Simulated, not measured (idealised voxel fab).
Proc. module: voxel self aligned vias
Displayed cross-section: cut, width of 290 nm, square cells sized 5 nm.
Cross-sections here: square-cell grids, written as top-down lists of bands, a band being one or more rows of cells. Heights first: top, then bottom, in nm. Then materials, left to right, each with a width in nm. "full width" on a single material: fills the band edge to edge. "blank": empty space. Convention: height 0 is the level below which the wafer, as received, is all one material. The lowest band does not terminate at the bottom but continues downward, represented as "0 -> down". Quick explanation for "30->40": the width changes in equal steps down the rows of cells, from the first number in the band's top row to the second number in its bottom row. A step reported as "same as before" is a step in which no cell of the cross-section changed. Look at "Fully enclosed voids" for the closed voids: empty spaces with no open path to the top, sized 8 cells or up. Each is width x height at distance, distance from the left edge, all nm. Past the settings on a step's line: simulator remark, on that step. A step line may carry the setting "overlay nm", which, for steps involving a mask, states the distance by which the mask lay to the right of its intended position; negative values denote displacement to the left. Read the rest as pairs. Take the cross-section before one process step, then the cross-section after it, which shows only down to the lowest band that changed. Under the pair, find the step between them and its settings. Bear in mind that pairs may come from different runs of this module on the same starting wafer: link a pair to the pair above it only where its entry headed "Ahead of processing" says to.

AHEAD OF PROCESSING
  0 -> down | Si full width
  Fully enclosed voids: none

CROSS-SECTION AFTER STEP
  15 -> 0 | SiO2 full width
  Unchanged below 0.
  Fully enclosed voids: none
Step between the cross-sections above: CONFORMAL_DEP: material SiO2, thk nm 15

Ahead of processing: just use the after drawing of the pair above as your starting point.

CROSS-SECTION AFTER STEP
  20 -> 15 | SiCN full width
  Unchanged below 15.
  Fully enclosed voids: none
Step between the cross-sections above: CONFORMAL_DEP: material SiCN, thk nm 5

Ahead of processing: just use the after drawing of the pair above as your starting point.

CROSS-SECTION AFTER STEP
  40 -> 20 | SiO2 full width
  Unchanged below 20.
  Fully enclosed voids: none
Step between the cross-sections above: DIRECTIONAL_DEP: material SiO2, thk nm 20

Ahead of processing: just use the after drawing of the pair above as your starting point.

CROSS-SECTION AFTER STEP
  40 -> 20 | 65 of SiO2  30 of blank  35 of SiO2  30 of blank  35 of SiO2  30 of blank  65 of SiO2
  Unchanged below 20.
  Fully enclosed voids: none
Step between the cross-sections above: MASKED_ETCH: tone open, mask id LINES, width nm 30, pitch nm 65, etch materials SiO2, depth nm 20, overlay nm 0

Ahead of processing: just use the after drawing of the pair above as your starting point.

CROSS-SECTION AFTER STEP
  45 -> 40 | 70 of TiN  20 of blank  45 of TiN  20 of blank  45 of TiN  20 of blank  70 of TiN
  40 -> 25 | 65 of SiO2  5 of TiN  20 of blank  5 of TiN  35 of SiO2  5 of TiN  20 of blank  5 of TiN  35 of SiO2  5 of TiN  20 of blank  5 of TiN  65 of SiO2
  25 -> 20 | 65 of SiO2  30 of TiN  35 of SiO2  30 of TiN  35 of SiO2  30 of TiN  65 of SiO2
  Unchanged below 20.
  Fully enclosed voids: none
Step between the cross-sections above: CONFORMAL_DEP: material TiN, thk nm 5

Ahead of processing: just use the after drawing of the pair above as your starting point.

CROSS-SECTION AFTER STEP
  55 -> 45 | Ru full width
  45 -> 40 | 70 of TiN  20 of Ru  45 of TiN  20 of Ru  45 of TiN  20 of Ru  70 of TiN
  40 -> 25 | 65 of SiO2  5 of TiN  20 of Ru  5 of TiN  35 of SiO2  5 of TiN  20 of Ru  5 of TiN  35 of SiO2  5 of TiN  20 of Ru  5 of TiN  65 of SiO2
  Unchanged below 25.
  Fully enclosed voids: none
Step between the cross-sections above: FILL_DEP: material Ru, thk nm 10

Ahead of processing: just use the after drawing of the pair above as your starting point.

CROSS-SECTION AFTER STEP
  40 -> 25 | 65 of SiO2  5 of TiN  20 of Ru  5 of TiN  35 of SiO2  5 of TiN  20 of Ru  5 of TiN  35 of SiO2  5 of TiN  20 of Ru  5 of TiN  65 of SiO2
  Unchanged below 25.
  Fully enclosed voids: none
Step between the cross-sections above: CMP: height nm 40

Ahead of processing: just use the after drawing of the pair above as your starting point.

CROSS-SECTION AFTER STEP
  40 -> 35 | 65 of SiO2  30 of blank  35 of SiO2  30 of blank  35 of SiO2  30 of blank  65 of SiO2
  Unchanged below 35.
  Fully enclosed voids: none
Step between the cross-sections above: SELECTIVE_ETCH: etch materials W Ru TiN, depth nm 5

Ahead of processing: just use the after drawing of the pair above as your starting point.

CROSS-SECTION AFTER STEP
  50 -> 40 | SiN full width
  40 -> 35 | 65 of SiO2  30 of SiN  35 of SiO2  30 of SiN  35 of SiO2  30 of SiN  65 of SiO2
  Unchanged below 35.
  Fully enclosed voids: none
Step between the cross-sections above: FILL_DEP: material SiN, thk nm 10

Ahead of processing: just use the after drawing of the pair above as your starting point.

CROSS-SECTION AFTER STEP
  40 -> 35 | 65 of SiO2  30 of SiN  35 of SiO2  30 of SiN  35 of SiO2  30 of SiN  65 of SiO2
  Unchanged below 35.
  Fully enclosed voids: none
Step between the cross-sections above: CMP: height nm 40

Ahead of processing: just use the after drawing of the pair above as your starting point.

CROSS-SECTION AFTER STEP
  55 -> 40 | SiO2 full width
  Unchanged below 40.
  Fully enclosed voids: none
Step between the cross-sections above: DIRECTIONAL_DEP: material SiO2, thk nm 15

Ahead of processing: just use the after drawing of the pair above as your starting point.

CROSS-SECTION AFTER STEP
  65 -> 55 | aC full width
  Unchanged below 55.
  Fully enclosed voids: none
Step between the cross-sections above: DIRECTIONAL_DEP: material aC, thk nm 10

Ahead of processing: just use the after drawing of the pair above as your starting point.

CROSS-SECTION AFTER STEP
  95 -> 65 | 60 of resist  40 of blank  90 of resist  40 of blank  60 of resist
  Unchanged below 65.
  Fully enclosed voids: none
Step between the cross-sections above: PATTERN: tone open, mask id VIAS, material resist, width nm 40, pitch nm 130, thk nm 30, overlay nm 0

Ahead of processing: just use the after drawing of the pair above as your starting point.

CROSS-SECTION AFTER STEP
  85 -> 65 | 60 of resist  40 of blank  90 of resist  40 of blank  60 of resist
  65 -> 55 | 60 of aC  40 of blank  90 of aC  40 of blank  60 of aC
  Unchanged below 55.
  Fully enclosed voids: none
Step between the cross-sections above: DIRECTIONAL_ETCH: etch materials aC, depth nm 10

Ahead of processing: just use the after drawing of the pair above as your starting point.

CROSS-SECTION AFTER STEP
  65 -> 55 | 60 of aC  40 of blank  90 of aC  40 of blank  60 of aC
  Unchanged below 55.
  Fully enclosed voids: none
Step between the cross-sections above: STRIP: etch materials resist

Ahead of processing: just use the after drawing of the pair above as your starting point.

CROSS-SECTION AFTER STEP
  65 -> 55 | 60 of aC  40 of blank  90 of aC  40 of blank  60 of aC
  55 -> 40 | 60 of SiO2  40 of blank  90 of SiO2  40 of blank  60 of SiO2
  Unchanged below 40.
  Fully enclosed voids: none
Step between the cross-sections above: DIRECTIONAL_ETCH: etch materials SiO2, depth nm 15

Ahead of processing: just use the after drawing of the pair above as your starting point.

CROSS-SECTION AFTER STEP
  65 -> 55 | 60 of aC  40 of blank  90 of aC  40 of blank  60 of aC
  55 -> 40 | 60 of SiO2  40 of blank  90 of SiO2  40 of blank  60 of SiO2
  40 -> 35 | 65 of SiO2  30 of blank  35 of SiO2  30 of SiN  35 of SiO2  30 of blank  65 of SiO2
  Unchanged below 35.
  Fully enclosed voids: none
Step between the cross-sections above: DIRECTIONAL_ETCH: etch materials SiN, depth nm 5

Ahead of processing: just use the after drawing of the pair above as your starting point.

CROSS-SECTION AFTER STEP
  55 -> 40 | 60 of SiO2  40 of blank  90 of SiO2  40 of blank  60 of SiO2
  Unchanged below 40.
  Fully enclosed voids: none
Step between the cross-sections above: STRIP: etch materials aC

Ahead of processing: just use the after drawing of the pair above as your starting point.

CROSS-SECTION AFTER STEP
  60 -> 55 | 65 of TiN  30 of blank  100 of TiN  30 of blank  65 of TiN
  55 -> 45 | 60 of SiO2  5 of TiN  30 of blank  5 of TiN  90 of SiO2  5 of TiN  30 of blank  5 of TiN  60 of SiO2
  45 -> 40 | 60 of SiO2  10 of TiN  20 of blank  10 of TiN  90 of SiO2  10 of TiN  20 of blank  10 of TiN  60 of SiO2
  40 -> 35 | 65 of SiO2  30 of TiN  35 of SiO2  30 of SiN  35 of SiO2  30 of TiN  65 of SiO2
  Unchanged below 35.
  Fully enclosed voids: none
Step between the cross-sections above: CONFORMAL_DEP: material TiN, thk nm 5

Ahead of processing: just use the after drawing of the pair above as your starting point.

CROSS-SECTION AFTER STEP
  70 -> 60 | W full width
  60 -> 55 | 65 of TiN  30 of W  100 of TiN  30 of W  65 of TiN
  55 -> 45 | 60 of SiO2  5 of TiN  30 of W  5 of TiN  90 of SiO2  5 of TiN  30 of W  5 of TiN  60 of SiO2
  45 -> 40 | 60 of SiO2  10 of TiN  20 of W  10 of TiN  90 of SiO2  10 of TiN  20 of W  10 of TiN  60 of SiO2
  Unchanged below 40.
  Fully enclosed voids: none
Step between the cross-sections above: FILL_DEP: material W, thk nm 10

Ahead of processing: just use the after drawing of the pair above as your starting point.

CROSS-SECTION AFTER STEP
  55 -> 45 | 60 of SiO2  5 of TiN  30 of W  5 of TiN  90 of SiO2  5 of TiN  30 of W  5 of TiN  60 of SiO2
  Unchanged below 45.
  Fully enclosed voids: none
Step between the cross-sections above: CMP: height nm 55

Ahead of processing: just use the after drawing of the pair above as your starting point.

CROSS-SECTION AFTER STEP
  60 -> 55 | SiCN full width
  Unchanged below 55.
  Fully enclosed voids: none
Step between the cross-sections above: CONFORMAL_DEP: material SiCN, thk nm 5

AHEAD OF PROCESSING
  15 -> 0 | SiO2 full width
  0 -> down | Si full width
  Fully enclosed voids: none

CROSS-SECTION AFTER STEP
  35 -> 0 | SiO2 full width
  Unchanged below 0.
  Fully enclosed voids: none
Step between the cross-sections above: DIRECTIONAL_DEP: material SiO2, thk nm 20

Ahead of processing: just use the after drawing of the pair above as your starting point.

CROSS-SECTION AFTER STEP
  35 -> 15 | 65 of SiO2  30 of blank  35 of SiO2  30 of blank  35 of SiO2  30 of blank  65 of SiO2
  Unchanged below 15.
  Fully enclosed voids: none
Step between the cross-sections above: MASKED_ETCH: tone open, mask id LINES, width nm 30, pitch nm 65, etch materials SiO2, depth nm 20, overlay nm 0

Ahead of processing: just use the after drawing of the pair above as your starting point.

CROSS-SECTION AFTER STEP
  40 -> 35 | 70 of TiN  20 of blank  45 of TiN  20 of blank  45 of TiN  20 of blank  70 of TiN
  35 -> 20 | 65 of SiO2  5 of TiN  20 of blank  5 of TiN  35 of SiO2  5 of TiN  20 of blank  5 of TiN  35 of SiO2  5 of TiN  20 of blank  5 of TiN  65 of SiO2
  20 -> 15 | 65 of SiO2  30 of TiN  35 of SiO2  30 of TiN  35 of SiO2  30 of TiN  65 of SiO2
  Unchanged below 15.
  Fully enclosed voids: none
Step between the cross-sections above: CONFORMAL_DEP: material TiN, thk nm 5

Ahead of processing: just use the after drawing of the pair above as your starting point.

CROSS-SECTION AFTER STEP
  50 -> 40 | Ru full width
  40 -> 35 | 70 of TiN  20 of Ru  45 of TiN  20 of Ru  45 of TiN  20 of Ru  70 of TiN
  35 -> 20 | 65 of SiO2  5 of TiN  20 of Ru  5 of TiN  35 of SiO2  5 of TiN  20 of Ru  5 of TiN  35 of SiO2  5 of TiN  20 of Ru  5 of TiN  65 of SiO2
  Unchanged below 20.
  Fully enclosed voids: none
Step between the cross-sections above: FILL_DEP: material Ru, thk nm 10

Ahead of processing: just use the after drawing of the pair above as your starting point.

CROSS-SECTION AFTER STEP
  40 -> 35 | 70 of TiN  20 of Ru  45 of TiN  20 of Ru  45 of TiN  20 of Ru  70 of TiN
  Unchanged below 35.
  Fully enclosed voids: none
Step between the cross-sections above: CMP: height nm 40

Ahead of processing: just use the after drawing of the pair above as your starting point.

CROSS-SECTION AFTER STEP
  35 -> 20 | 65 of SiO2  5 of TiN  20 of Ru  5 of TiN  35 of SiO2  5 of TiN  20 of Ru  5 of TiN  35 of SiO2  5 of TiN  20 of Ru  5 of TiN  65 of SiO2
  Unchanged below 20.
  Fully enclosed voids: none
Step between the cross-sections above: SELECTIVE_ETCH: etch materials W Ru TiN, depth nm 5

Ahead of processing: just use the after drawing of the pair above as your starting point.

CROSS-SECTION AFTER STEP
  45 -> 35 | SiN full width
  Unchanged below 35.
  Fully enclosed voids: none
Step between the cross-sections above: FILL_DEP: material SiN, thk nm 10

Ahead of processing: just use the after drawing of the pair above as your starting point.

CROSS-SECTION AFTER STEP
  40 -> 35 | SiN full width
  Unchanged below 35.
  Fully enclosed voids: none
Step between the cross-sections above: CMP: height nm 40

Ahead of processing: just use the after drawing of the pair above as your starting point.

CROSS-SECTION AFTER STEP
  55 -> 40 | SiO2 full width
  Unchanged below 40.
  Fully enclosed voids: none
Step between the cross-sections above: DIRECTIONAL_DEP: material SiO2, thk nm 15

Ahead of processing: just use the after drawing of the pair above as your starting point.

CROSS-SECTION AFTER STEP
  65 -> 55 | aC full width
  Unchanged below 55.
  Fully enclosed voids: none
Step between the cross-sections above: DIRECTIONAL_DEP: material aC, thk nm 10

Ahead of processing: just use the after drawing of the pair above as your starting point.

CROSS-SECTION AFTER STEP
  95 -> 65 | 60 of resist  40 of blank  90 of resist  40 of blank  60 of resist
  Unchanged below 65.
  Fully enclosed voids: none
Step between the cross-sections above: PATTERN: tone open, mask id VIAS, material resist, width nm 40, pitch nm 130, thk nm 30, overlay nm 0

Ahead of processing: just use the after drawing of the pair above as your starting point.

CROSS-SECTION AFTER STEP
  85 -> 65 | 60 of resist  40 of blank  90 of resist  40 of blank  60 of resist
  65 -> 55 | 60 of aC  40 of blank  90 of aC  40 of blank  60 of aC
  Unchanged below 55.
  Fully enclosed voids: none
Step between the cross-sections above: DIRECTIONAL_ETCH: etch materials aC, depth nm 10

Ahead of processing: just use the after drawing of the pair above as your starting point.

CROSS-SECTION AFTER STEP
  65 -> 55 | 60 of aC  40 of blank  90 of aC  40 of blank  60 of aC
  Unchanged below 55.
  Fully enclosed voids: none
Step between the cross-sections above: STRIP: etch materials resist

Ahead of processing: just use the after drawing of the pair above as your starting point.

CROSS-SECTION AFTER STEP
  65 -> 55 | 60 of aC  40 of blank  90 of aC  40 of blank  60 of aC
  55 -> 40 | 60 of SiO2  40 of blank  90 of SiO2  40 of blank  60 of SiO2
  Unchanged below 40.
  Fully enclosed voids: none
Step between the cross-sections above: DIRECTIONAL_ETCH: etch materials SiO2, depth nm 15

Ahead of processing: just use the after drawing of the pair above as your starting point.

CROSS-SECTION AFTER STEP
  65 -> 55 | 60 of aC  40 of blank  90 of aC  40 of blank  60 of aC
  55 -> 40 | 60 of SiO2  40 of blank  90 of SiO2  40 of blank  60 of SiO2
  40 -> 35 | 60 of SiN  40 of blank  90 of SiN  40 of blank  60 of SiN
  Unchanged below 35.
  Fully enclosed voids: none
Step between the cross-sections above: DIRECTIONAL_ETCH: etch materials SiN, depth nm 5

Ahead of processing: just use the after drawing of the pair above as your starting point.

CROSS-SECTION AFTER STEP
  55 -> 40 | 60 of SiO2  40 of blank  90 of SiO2  40 of blank  60 of SiO2
  Unchanged below 40.
  Fully enclosed voids: none
Step between the cross-sections above: STRIP: etch materials aC

Ahead of processing: just use the after drawing of the pair above as your starting point.

CROSS-SECTION AFTER STEP
  60 -> 55 | 65 of TiN  30 of blank  100 of TiN  30 of blank  65 of TiN
  55 -> 40 | 60 of SiO2  5 of TiN  30 of blank  5 of TiN  90 of SiO2  5 of TiN  30 of blank  5 of TiN  60 of SiO2
  40 -> 35 | 60 of SiN  40 of TiN  90 of SiN  40 of TiN  60 of SiN
  Unchanged below 35.
  Fully enclosed voids: none
Step between the cross-sections above: CONFORMAL_DEP: material TiN, thk nm 5

Ahead of processing: just use the after drawing of the pair above as your starting point.

CROSS-SECTION AFTER STEP
  70 -> 60 | W full width
  60 -> 55 | 65 of TiN  30 of W  100 of TiN  30 of W  65 of TiN
  55 -> 40 | 60 of SiO2  5 of TiN  30 of W  5 of TiN  90 of SiO2  5 of TiN  30 of W  5 of TiN  60 of SiO2
  Unchanged below 40.
  Fully enclosed voids: none
Step between the cross-sections above: FILL_DEP: material W, thk nm 10

Ahead of processing: just use the after drawing of the pair above as your starting point.

CROSS-SECTION AFTER STEP
  55 -> 40 | 60 of SiO2  5 of TiN  30 of W  5 of TiN  90 of SiO2  5 of TiN  30 of W  5 of TiN  60 of SiO2
  Unchanged below 40.
  Fully enclosed voids: none
Step between the cross-sections above: CMP: height nm 55

Ahead of processing: just use the after drawing of the pair above as your starting point.

CROSS-SECTION AFTER STEP
  60 -> 55 | SiCN full width
  Unchanged below 55.
  Fully enclosed voids: none
Step between the cross-sections above: CONFORMAL_DEP: material SiCN, thk nm 5

AHEAD OF PROCESSING
  15 -> 0 | SiO2 full width
  0 -> down | Si full width
  Fully enclosed voids: none

CROSS-SECTION AFTER STEP
  30 -> 0 | SiO2 full width
  Unchanged below 0.
  Fully enclosed voids: none
Step between the cross-sections above: CONFORMAL_DEP: material SiO2, thk nm 15

Ahead of processing: just use the after drawing of the pair above as your starting point.

CROSS-SECTION AFTER STEP
  35 -> 30 | SiCN full width
  Unchanged below 30.
  Fully enclosed voids: none
Step between the cross-sections above: CONFORMAL_DEP: material SiCN, thk nm 5

Ahead of processing: just use the after drawing of the pair above as your starting point.

CROSS-SECTION AFTER STEP
  55 -> 35 | SiO2 full width
  Unchanged below 35.
  Fully enclosed voids: none
Step between the cross-sections above: DIRECTIONAL_DEP: material SiO2, thk nm 20

Ahead of processing: just use the after drawing of the pair above as your starting point.

CROSS-SECTION AFTER STEP
  55 -> 35 | 65 of SiO2  30 of blank  35 of SiO2  30 of blank  35 of SiO2  30 of blank  65 of SiO2
  Unchanged below 35.
  Fully enclosed voids: none
Step between the cross-sections above: MASKED_ETCH: tone open, mask id LINES, width nm 30, pitch nm 65, etch materials SiO2, depth nm 20, overlay nm 0

Ahead of processing: just use the after drawing of the pair above as your starting point.

CROSS-SECTION AFTER STEP
  60 -> 55 | 70 of TiN  20 of blank  45 of TiN  20 of blank  45 of TiN  20 of blank  70 of TiN
  55 -> 40 | 65 of SiO2  5 of TiN  20 of blank  5 of TiN  35 of SiO2  5 of TiN  20 of blank  5 of TiN  35 of SiO2  5 of TiN  20 of blank  5 of TiN  65 of SiO2
  40 -> 35 | 65 of SiO2  30 of TiN  35 of SiO2  30 of TiN  35 of SiO2  30 of TiN  65 of SiO2
  Unchanged below 35.
  Fully enclosed voids: none
Step between the cross-sections above: CONFORMAL_DEP: material TiN, thk nm 5

Ahead of processing: just use the after drawing of the pair above as your starting point.

CROSS-SECTION AFTER STEP
  70 -> 60 | Ru full width
  60 -> 55 | 70 of TiN  20 of Ru  45 of TiN  20 of Ru  45 of TiN  20 of Ru  70 of TiN
  55 -> 40 | 65 of SiO2  5 of TiN  20 of Ru  5 of TiN  35 of SiO2  5 of TiN  20 of Ru  5 of TiN  35 of SiO2  5 of TiN  20 of Ru  5 of TiN  65 of SiO2
  Unchanged below 40.
  Fully enclosed voids: none
Step between the cross-sections above: FILL_DEP: material Ru, thk nm 10

Ahead of processing: just use the after drawing of the pair above as your starting point.

CROSS-SECTION AFTER STEP
  40 -> 35 | 65 of SiO2  30 of TiN  35 of SiO2  30 of TiN  35 of SiO2  30 of TiN  65 of SiO2
  Unchanged below 35.
  Fully enclosed voids: none
Step between the cross-sections above: CMP: height nm 40

Ahead of processing: just use the after drawing of the pair above as your starting point.

CROSS-SECTION AFTER STEP
  40 -> 35 | 65 of SiO2  30 of blank  35 of SiO2  30 of blank  35 of SiO2  30 of blank  65 of SiO2
  Unchanged below 35.
  Fully enclosed voids: none
Step between the cross-sections above: SELECTIVE_ETCH: etch materials W Ru TiN, depth nm 5

Ahead of processing: just use the after drawing of the pair above as your starting point.

CROSS-SECTION AFTER STEP
  50 -> 40 | SiN full width
  40 -> 35 | 65 of SiO2  30 of SiN  35 of SiO2  30 of SiN  35 of SiO2  30 of SiN  65 of SiO2
  Unchanged below 35.
  Fully enclosed voids: none
Step between the cross-sections above: FILL_DEP: material SiN, thk nm 10

Ahead of processing: just use the after drawing of the pair above as your starting point.

CROSS-SECTION AFTER STEP
  40 -> 35 | 65 of SiO2  30 of SiN  35 of SiO2  30 of SiN  35 of SiO2  30 of SiN  65 of SiO2
  Unchanged below 35.
  Fully enclosed voids: none
Step between the cross-sections above: CMP: height nm 40

Ahead of processing: just use the after drawing of the pair above as your starting point.

CROSS-SECTION AFTER STEP
  55 -> 40 | SiO2 full width
  Unchanged below 40.
  Fully enclosed voids: none
Step between the cross-sections above: DIRECTIONAL_DEP: material SiO2, thk nm 15

Ahead of processing: just use the after drawing of the pair above as your starting point.

CROSS-SECTION AFTER STEP
  65 -> 55 | aC full width
  Unchanged below 55.
  Fully enclosed voids: none
Step between the cross-sections above: DIRECTIONAL_DEP: material aC, thk nm 10

Ahead of processing: just use the after drawing of the pair above as your starting point.

CROSS-SECTION AFTER STEP
  95 -> 65 | 60 of resist  40 of blank  90 of resist  40 of blank  60 of resist
  Unchanged below 65.
  Fully enclosed voids: none
Step between the cross-sections above: PATTERN: tone open, mask id VIAS, material resist, width nm 40, pitch nm 130, thk nm 30, overlay nm 0

Ahead of processing: just use the after drawing of the pair above as your starting point.

CROSS-SECTION AFTER STEP
  85 -> 65 | 60 of resist  40 of blank  90 of resist  40 of blank  60 of resist
  65 -> 55 | 60 of aC  40 of blank  90 of aC  40 of blank  60 of aC
  Unchanged below 55.
  Fully enclosed voids: none
Step between the cross-sections above: DIRECTIONAL_ETCH: etch materials aC, depth nm 10

Ahead of processing: just use the after drawing of the pair above as your starting point.

CROSS-SECTION AFTER STEP
  65 -> 55 | 60 of aC  40 of blank  90 of aC  40 of blank  60 of aC
  Unchanged below 55.
  Fully enclosed voids: none
Step between the cross-sections above: STRIP: etch materials resist

Ahead of processing: just use the after drawing of the pair above as your starting point.

CROSS-SECTION AFTER STEP
  65 -> 55 | 60 of aC  40 of blank  90 of aC  40 of blank  60 of aC
  55 -> 40 | 60 of SiO2  40 of blank  90 of SiO2  40 of blank  60 of SiO2
  Unchanged below 40.
  Fully enclosed voids: none
Step between the cross-sections above: DIRECTIONAL_ETCH: etch materials SiO2, depth nm 15

Ahead of processing: just use the after drawing of the pair above as your starting point.

CROSS-SECTION AFTER STEP
  65 -> 55 | 60 of aC  40 of blank  90 of aC  40 of blank  60 of aC
  55 -> 40 | 60 of SiO2  40 of blank  90 of SiO2  40 of blank  60 of SiO2
  40 -> 35 | 65 of SiO2  30 of blank  35 of SiO2  30 of SiN  35 of SiO2  30 of blank  65 of SiO2
  Unchanged below 35.
  Fully enclosed voids: none
Step between the cross-sections above: DIRECTIONAL_ETCH: etch materials SiN, depth nm 5

Ahead of processing: just use the after drawing of the pair above as your starting point.

CROSS-SECTION AFTER STEP
  55 -> 40 | 60 of SiO2  40 of blank  90 of SiO2  40 of blank  60 of SiO2
  Unchanged below 40.
  Fully enclosed voids: none
Step between the cross-sections above: STRIP: etch materials aC

Ahead of processing: just use the after drawing of the pair above as your starting point.

CROSS-SECTION AFTER STEP
  60 -> 55 | 65 of TiN  30 of blank  100 of TiN  30 of blank  65 of TiN
  55 -> 45 | 60 of SiO2  5 of TiN  30 of blank  5 of TiN  90 of SiO2  5 of TiN  30 of blank  5 of TiN  60 of SiO2
  45 -> 40 | 60 of SiO2  10 of TiN  20 of blank  10 of TiN  90 of SiO2  10 of TiN  20 of blank  10 of TiN  60 of SiO2
  40 -> 35 | 65 of SiO2  30 of TiN  35 of SiO2  30 of SiN  35 of SiO2  30 of TiN  65 of SiO2
  Unchanged below 35.
  Fully enclosed voids: none
Step between the cross-sections above: CONFORMAL_DEP: material TiN, thk nm 5

Ahead of processing: just use the after drawing of the pair above as your starting point.

CROSS-SECTION AFTER STEP
  70 -> 60 | W full width
  60 -> 55 | 65 of TiN  30 of W  100 of TiN  30 of W  65 of TiN
  55 -> 45 | 60 of SiO2  5 of TiN  30 of W  5 of TiN  90 of SiO2  5 of TiN  30 of W  5 of TiN  60 of SiO2
  45 -> 40 | 60 of SiO2  10 of TiN  20 of W  10 of TiN  90 of SiO2  10 of TiN  20 of W  10 of TiN  60 of SiO2
  Unchanged below 40.
  Fully enclosed voids: none
Step between the cross-sections above: FILL_DEP: material W, thk nm 10

Ahead of processing: just use the after drawing of the pair above as your starting point.

CROSS-SECTION AFTER STEP
  55 -> 45 | 60 of SiO2  5 of TiN  30 of W  5 of TiN  90 of SiO2  5 of TiN  30 of W  5 of TiN  60 of SiO2
  Unchanged below 45.
  Fully enclosed voids: none
Step between the cross-sections above: CMP: height nm 55

Ahead of processing: just use the after drawing of the pair above as your starting point.

CROSS-SECTION AFTER STEP
  60 -> 55 | SiCN full width
  Unchanged below 55.
  Fully enclosed voids: none
Step between the cross-sections above: CONFORMAL_DEP: material SiCN, thk nm 5

AHEAD OF PROCESSING
  0 -> down | Si full width
  Fully enclosed voids: none

CROSS-SECTION AFTER STEP
  5 -> 0 | SiCN full width
  Unchanged below 0.
  Fully enclosed voids: none
Step between the cross-sections above: CONFORMAL_DEP: material SiCN, thk nm 5

Ahead of processing: just use the after drawing of the pair above as your starting point.

CROSS-SECTION AFTER STEP
  20 -> 5 | SiO2 full width
  Unchanged below 5.
  Fully enclosed voids: none
Step between the cross-sections above: CONFORMAL_DEP: material SiO2, thk nm 15

Ahead of processing: just use the after drawing of the pair above as your starting point.

CROSS-SECTION AFTER STEP
  40 -> 5 | SiO2 full width
  Unchanged below 5.
  Fully enclosed voids: none
Step between the cross-sections above: DIRECTIONAL_DEP: material SiO2, thk nm 20

Ahead of processing: just use the after drawing of the pair above as your starting point.

CROSS-SECTION AFTER STEP
  40 -> 20 | 65 of SiO2  30 of blank  35 of SiO2  30 of blank  35 of SiO2  30 of blank  65 of SiO2
  Unchanged below 20.
  Fully enclosed voids: none
Step between the cross-sections above: MASKED_ETCH: tone open, mask id LINES, width nm 30, pitch nm 65, etch materials SiO2, depth nm 20, overlay nm 0

Ahead of processing: just use the after drawing of the pair above as your starting point.

CROSS-SECTION AFTER STEP
  45 -> 40 | 70 of TiN  20 of blank  45 of TiN  20 of blank  45 of TiN  20 of blank  70 of TiN
  40 -> 25 | 65 of SiO2  5 of TiN  20 of blank  5 of TiN  35 of SiO2  5 of TiN  20 of blank  5 of TiN  35 of SiO2  5 of TiN  20 of blank  5 of TiN  65 of SiO2
  25 -> 20 | 65 of SiO2  30 of TiN  35 of SiO2  30 of TiN  35 of SiO2  30 of TiN  65 of SiO2
  Unchanged below 20.
  Fully enclosed voids: none
Step between the cross-sections above: CONFORMAL_DEP: material TiN, thk nm 5

Ahead of processing: just use the after drawing of the pair above as your starting point.

CROSS-SECTION AFTER STEP
  55 -> 45 | Ru full width
  45 -> 40 | 70 of TiN  20 of Ru  45 of TiN  20 of Ru  45 of TiN  20 of Ru  70 of TiN
  40 -> 25 | 65 of SiO2  5 of TiN  20 of Ru  5 of TiN  35 of SiO2  5 of TiN  20 of Ru  5 of TiN  35 of SiO2  5 of TiN  20 of Ru  5 of TiN  65 of SiO2
  Unchanged below 25.
  Fully enclosed voids: none
Step between the cross-sections above: FILL_DEP: material Ru, thk nm 10

Ahead of processing: just use the after drawing of the pair above as your starting point.

CROSS-SECTION AFTER STEP
  40 -> 25 | 65 of SiO2  5 of TiN  20 of Ru  5 of TiN  35 of SiO2  5 of TiN  20 of Ru  5 of TiN  35 of SiO2  5 of TiN  20 of Ru  5 of TiN  65 of SiO2
  Unchanged below 25.
  Fully enclosed voids: none
Step between the cross-sections above: CMP: height nm 40

Ahead of processing: just use the after drawing of the pair above as your starting point.

CROSS-SECTION AFTER STEP
  40 -> 35 | 65 of SiO2  30 of blank  35 of SiO2  30 of blank  35 of SiO2  30 of blank  65 of SiO2
  Unchanged below 35.
  Fully enclosed voids: none
Step between the cross-sections above: SELECTIVE_ETCH: etch materials W Ru TiN, depth nm 5

Ahead of processing: just use the after drawing of the pair above as your starting point.

CROSS-SECTION AFTER STEP
  50 -> 40 | SiN full width
  40 -> 35 | 65 of SiO2  30 of SiN  35 of SiO2  30 of SiN  35 of SiO2  30 of SiN  65 of SiO2
  Unchanged below 35.
  Fully enclosed voids: none
Step between the cross-sections above: FILL_DEP: material SiN, thk nm 10

Ahead of processing: just use the after drawing of the pair above as your starting point.

CROSS-SECTION AFTER STEP
  40 -> 35 | 65 of SiO2  30 of SiN  35 of SiO2  30 of SiN  35 of SiO2  30 of SiN  65 of SiO2
  Unchanged below 35.
  Fully enclosed voids: none
Step between the cross-sections above: CMP: height nm 40

Ahead of processing: just use the after drawing of the pair above as your starting point.

CROSS-SECTION AFTER STEP
  55 -> 40 | SiO2 full width
  Unchanged below 40.
  Fully enclosed voids: none
Step between the cross-sections above: DIRECTIONAL_DEP: material SiO2, thk nm 15

Ahead of processing: just use the after drawing of the pair above as your starting point.

CROSS-SECTION AFTER STEP
  65 -> 55 | aC full width
  Unchanged below 55.
  Fully enclosed voids: none
Step between the cross-sections above: DIRECTIONAL_DEP: material aC, thk nm 10

Ahead of processing: just use the after drawing of the pair above as your starting point.

CROSS-SECTION AFTER STEP
  95 -> 65 | 60 of resist  40 of blank  90 of resist  40 of blank  60 of resist
  Unchanged below 65.
  Fully enclosed voids: none
Step between the cross-sections above: PATTERN: tone open, mask id VIAS, material resist, width nm 40, pitch nm 130, thk nm 30, overlay nm 0

Ahead of processing: just use the after drawing of the pair above as your starting point.

CROSS-SECTION AFTER STEP
  85 -> 65 | 60 of resist  40 of blank  90 of resist  40 of blank  60 of resist
  65 -> 55 | 60 of aC  40 of blank  90 of aC  40 of blank  60 of aC
  Unchanged below 55.
  Fully enclosed voids: none
Step between the cross-sections above: DIRECTIONAL_ETCH: etch materials aC, depth nm 10

Ahead of processing: just use the after drawing of the pair above as your starting point.

CROSS-SECTION AFTER STEP
  65 -> 55 | 60 of aC  40 of blank  90 of aC  40 of blank  60 of aC
  Unchanged below 55.
  Fully enclosed voids: none
Step between the cross-sections above: STRIP: etch materials resist

Ahead of processing: just use the after drawing of the pair above as your starting point.

CROSS-SECTION AFTER STEP
  65 -> 55 | 60 of aC  40 of blank  90 of aC  40 of blank  60 of aC
  55 -> 40 | 60 of SiO2  40 of blank  90 of SiO2  40 of blank  60 of SiO2
  Unchanged below 40.
  Fully enclosed voids: none
Step between the cross-sections above: DIRECTIONAL_ETCH: etch materials SiO2, depth nm 15
